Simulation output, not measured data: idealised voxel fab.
voxel wiring stack: a process module
Square cells of 5 nm make up the cross-section cut, whose width is 210 nm.
Square cells in a grid make up a cross-section in this document, and the grid is given as bands, listed from the top down, each one or more rows of cells.
For a band, the entry starts with two heights in nm, that of the top and then that of the bottom, and carries on with the band's materials in order from left to right, each alongside its width in nm; the word "throughout" beside a single material means it fills the band edge to edge, and "air" means empty space.
For the purposes of this specification, 0 denotes the height below which the wafer in its as-received condition is composed wholly of one material, and the lowermost band, lacking a lower limit, extends downward without end, as expressed in "0 -> down".
Per-row width for "30 to 40": begins at first number (top row of band), ends at second number (bottom row), increment between rows held constant.
The cross-section has no changed cell in any step marked "identical to before".
Closed-off voids of 8+ cells (no open route to the top) go in "Sealed internal cavities", written width x height at distance from the left edge, in nm.
On a step's line, text after the settings is the simulator commenting on that step.
The line of a step may include "overlay nm". On a step with a mask, this value is how far to the right of its planned place the mask lay. A negative value means the mask lay to the left.

-- Process steps - plan
step 1: RECEIVE | material Si
step 2: CONFORMAL_DEP | material SiO2 | thk nm 10
step 3: DIRECTIONAL_DEP | material TiN | thk nm 5
step 4: DIRECTIONAL_DEP | material W | thk nm 15
step 5: PATTERN | tone cover | mask id METAL_1 | material resist | width nm 30 | pitch nm 60 | thk nm 15 | overlay nm 0
step 6: DIRECTIONAL_ETCH | etch materials W | depth nm 15
step 7: DIRECTIONAL_ETCH | etch materials TiN | depth nm 5
step 8: STRIP | etch materials resist
step 9: FILL_DEP | material SiO2 | thk nm 5
step 10: CMP | height nm 30
step 11: CONFORMAL_DEP | material SiCN | thk nm 5
step 12: DIRECTIONAL_DEP | material SiO2 | thk nm 10
step 13: DIRECTIONAL_DEP | material aC | thk nm 10
step 14: PATTERN | tone open | mask id PLUG_1 | material resist | width nm 15 | pitch nm 60 | thk nm 25 | overlay nm 0
step 15: DIRECTIONAL_ETCH | etch materials aC | depth nm 10
step 16: STRIP | etch materials resist
step 17: DIRECTIONAL_ETCH | etch materials SiO2 | depth nm 10
step 18: DIRECTIONAL_ETCH | etch materials SiCN | depth nm 5
step 19: STRIP | etch materials aC
step 20: EPI | material Ru | thk nm 10
step 21: EPI | material Ru | thk nm 5
step 22: CONFORMAL_DEP | material SiN | thk nm 5
step 23: DIRECTIONAL_DEP | material SiO2 | thk nm 15
step 24: DIRECTIONAL_DEP | material aC | thk nm 15
step 25: PATTERN | tone open | mask id METAL_2 | material resist | width nm 30 | pitch nm 60 | thk nm 30 | overlay nm 0
step 26: DIRECTIONAL_ETCH | etch materials aC | depth nm 15
step 27: STRIP | etch materials resist
step 28: DIRECTIONAL_ETCH | etch materials SiO2 | depth nm 15
step 29: DIRECTIONAL_ETCH | etch materials SiN | depth nm 5
step 30: STRIP | etch materials aC
step 31: CONFORMAL_DEP | material TiN | thk nm 5
step 32: FILL_DEP | material W | thk nm 10
step 33: CMP | height nm 65
step 34: CONFORMAL_DEP | material SiCN | thk nm 5
step 35: DIRECTIONAL_DEP | material lowk | thk nm 15
step 36: DIRECTIONAL_DEP | material aC | thk nm 10
step 37: PATTERN | tone open | mask id PLUG_2 | material resist | width nm 15 | pitch nm 60 | thk nm 25 | overlay nm 0
step 38: DIRECTIONAL_ETCH | etch materials aC | depth nm 10
step 39: STRIP | etch materials resist
step 40: DIRECTIONAL_ETCH | etch materials lowk | depth nm 15
step 41: DIRECTIONAL_ETCH | etch materials SiCN | depth nm 5
step 42: STRIP | etch materials aC
step 43: EPI | material Ru | thk nm 10
step 44: EPI | material Ru | thk nm 10
step 45: DIRECTIONAL_DEP | material TiN | thk nm 5
step 46: DIRECTIONAL_DEP | material Ru | thk nm 15
step 47: DIRECTIONAL_DEP | material aC | thk nm 10
step 48: PATTERN | tone cover | mask id METAL_3 | material resist | width nm 30 | pitch nm 60 | thk nm 25 | overlay nm 0
step 49: DIRECTIONAL_ETCH | etch materials aC | depth nm 10
step 50: STRIP | etch materials resist
step 51: DIRECTIONAL_ETCH | etch materials Ru | depth nm 15
step 52: DIRECTIONAL_ETCH | etch materials TiN | depth nm 5
step 53: STRIP | etch materials aC
step 54: FILL_DEP | material lowk | thk nm 5
step 55: CMP | height nm 105
step 56: CONFORMAL_DEP | material SiCN | thk nm 5
step 57: DIRECTIONAL_DEP | material SiO2 | thk nm 20
step 58: MASKED_ETCH | tone open | mask id PLUG_3 | width nm 15 | pitch nm 120 | etch materials SiO2 | depth nm 20 | overlay nm 0
step 59: MASKED_ETCH | tone open | mask id PLUG_3 | width nm 15 | pitch nm 120 | etch materials SiCN | depth nm 5 | overlay nm 0
step 60: CONFORMAL_DEP | material TiN | thk nm 5
step 61: FILL_DEP | material Cu | thk nm 5
step 62: CMP | height nm 130
step 63: DIRECTIONAL_DEP | material TiN | thk nm 5
step 64: DIRECTIONAL_DEP | material W | thk nm 15
step 65: PATTERN | tone cover | mask id METAL_4 | material resist | width nm 30 | pitch nm 60 | thk nm 15 | overlay nm 0
step 66: DIRECTIONAL_ETCH | etch materials W | depth nm 15
step 67: DIRECTIONAL_ETCH | etch materials TiN | depth nm 5
step 68: STRIP | etch materials resist
step 69: FILL_DEP | material lowk | thk nm 10
step 70: CMP | height nm 150
step 71: CONFORMAL_DEP | material SiCN | thk nm 5
What sets these wafers apart? The thk nm at step 45. They all start alike, and the plan carries the first wafer's value.

-- First wafer of several, as received: cross-section after step 1
- 0 -> down | Si throughout
- Sealed internal cavities: none

-- Once step 71, the last step, is complete, the module is at its end; this is the cross-section of the first of several wafers
- 155 -> 150 | SiCN throughout
- 150 -> 135 | lowk: 30, then W: 30, then lowk: 30, then W: 30, then lowk: 30, then W: 30, then lowk: 30
- 135 -> 130 | lowk: 30, then TiN: 30, then lowk: 30, then TiN: 30, then lowk: 30, then TiN: 30, then lowk: 30
- 130 -> 110 | SiO2: 30, then TiN: 5, then Cu: 5, then TiN: 5, then SiO2: 105, then TiN: 5, then Cu: 5, then TiN: 5, then SiO2: 45
- 110 -> 105 | SiCN: 30, then TiN: 15, then SiCN: 105, then TiN: 15, then SiCN: 45
- 105 -> 90 | lowk: 30, then Ru: 30, then lowk: 30, then Ru: 30, then lowk: 30, then Ru: 30, then lowk: 30
- 90 -> 85 | lowk: 30, then TiN: 30, then lowk: 30, then TiN: 30, then lowk: 30, then TiN: 30, then lowk: 30
- 85 -> 70 | lowk: 30, then Ru: 15, then lowk: 45, then Ru: 15, then lowk: 45, then Ru: 15, then lowk: 45
- 70 -> 65 | SiCN: 30, then Ru: 15, then SiCN: 45, then Ru: 15, then SiCN: 45, then Ru: 15, then SiCN: 45
- 65 -> 50 | SiO2: 30, then TiN: 5, then W: 20, then TiN: 5, then SiO2: 30, then TiN: 5, then W: 20, then TiN: 5, then SiO2: 30, then TiN: 5, then W: 20, then TiN: 5, then SiO2: 30
- 50 -> 45 | SiN: 30, then TiN: 30, then SiN: 30, then TiN: 30, then SiN: 30, then TiN: 30, then SiN: 30
- 45 -> 35 | SiO2: 30, then Ru: 15, then SiO2: 45, then Ru: 15, then SiO2: 45, then Ru: 15, then SiO2: 45
- 35 -> 30 | SiCN: 30, then Ru: 15, then SiCN: 45, then Ru: 15, then SiCN: 45, then Ru: 15, then SiCN: 45
- 30 -> 15 | SiO2: 30, then W: 30, then SiO2: 30, then W: 30, then SiO2: 30, then W: 30, then SiO2: 30
- 15 -> 10 | SiO2: 30, then TiN: 30, then SiO2: 30, then TiN: 30, then SiO2: 30, then TiN: 30, then SiO2: 30
- 10 -> 0 | SiO2 throughout
- 0 -> down | Si throughout
- Sealed internal cavities: none

-- The final wafer, sectioned at module end
- 155 -> 150 | SiCN throughout
- 150 -> 135 | lowk: 30, then W: 30, then lowk: 30, then W: 30, then lowk: 30, then W: 30, then lowk: 30
- 135 -> 130 | lowk: 30, then TiN: 30, then lowk: 30, then TiN: 30, then lowk: 30, then TiN: 30, then lowk: 30
- 130 -> 110 | SiO2: 30, then TiN: 5, then Cu: 5, then TiN: 5, then SiO2: 105, then TiN: 5, then Cu: 5, then TiN: 5, then SiO2: 45
- 110 -> 105 | SiCN: 30, then TiN: 15, then SiCN: 105, then TiN: 15, then SiCN: 45
- 105 -> 100 | lowk: 30, then TiN: 30, then lowk: 30, then TiN: 30, then lowk: 30, then TiN: 30, then lowk: 30
- 100 -> 85 | TiN throughout
- 85 -> 70 | lowk: 30, then Ru: 15, then lowk: 45, then Ru: 15, then lowk: 45, then Ru: 15, then lowk: 45
- 70 -> 65 | SiCN: 30, then Ru: 15, then SiCN: 45, then Ru: 15, then SiCN: 45, then Ru: 15, then SiCN: 45
- 65 -> 50 | SiO2: 30, then TiN: 5, then W: 20, then TiN: 5, then SiO2: 30, then TiN: 5, then W: 20, then TiN: 5, then SiO2: 30, then TiN: 5, then W: 20, then TiN: 5, then SiO2: 30
- 50 -> 45 | SiN: 30, then TiN: 30, then SiN: 30, then TiN: 30, then SiN: 30, then TiN: 30, then SiN: 30
- 45 -> 35 | SiO2: 30, then Ru: 15, then SiO2: 45, then Ru: 15, then SiO2: 45, then Ru: 15, then SiO2: 45
- 35 -> 30 | SiCN: 30, then Ru: 15, then SiCN: 45, then Ru: 15, then SiCN: 45, then Ru: 15, then SiCN: 45
- 30 -> 15 | SiO2: 30, then W: 30, then SiO2: 30, then W: 30, then SiO2: 30, then W: 30, then SiO2: 30
- 15 -> 10 | SiO2: 30, then TiN: 30, then SiO2: 30, then TiN: 30, then SiO2: 30, then TiN: 30, then SiO2: 30
- 10 -> 0 | SiO2 throughout
- 0 -> down | Si throughout
- Sealed internal cavities: none

-- The rows of the table below are wafers. Looking at the end of the module, a row counts, for every material, the cells the wafer has gained, shown as (+), or lost, shown as (-), since it was received; its closed voids come next
thk nm 5 | +8 Cu | +117 Ru | +144 SiCN | +24 SiN | +462 SiO2 | +112 TiN | +144 W | +291 lowk | Sealed internal cavities: none
thk nm 10 | +8 Cu | +99 Ru | +144 SiCN | +24 SiN | +462 SiO2 | +154 TiN | +144 W | +267 lowk | Sealed internal cavities: none
thk nm 15 | +8 Cu | +81 Ru | +144 SiCN | +24 SiN | +462 SiO2 | +196 TiN | +144 W | +243 lowk | Sealed internal cavities: none
thk nm 20 | +8 Cu | +63 Ru | +144 SiCN | +24 SiN | +462 SiO2 | +238 TiN | +144 W | +219 lowk | Sealed internal cavities: none
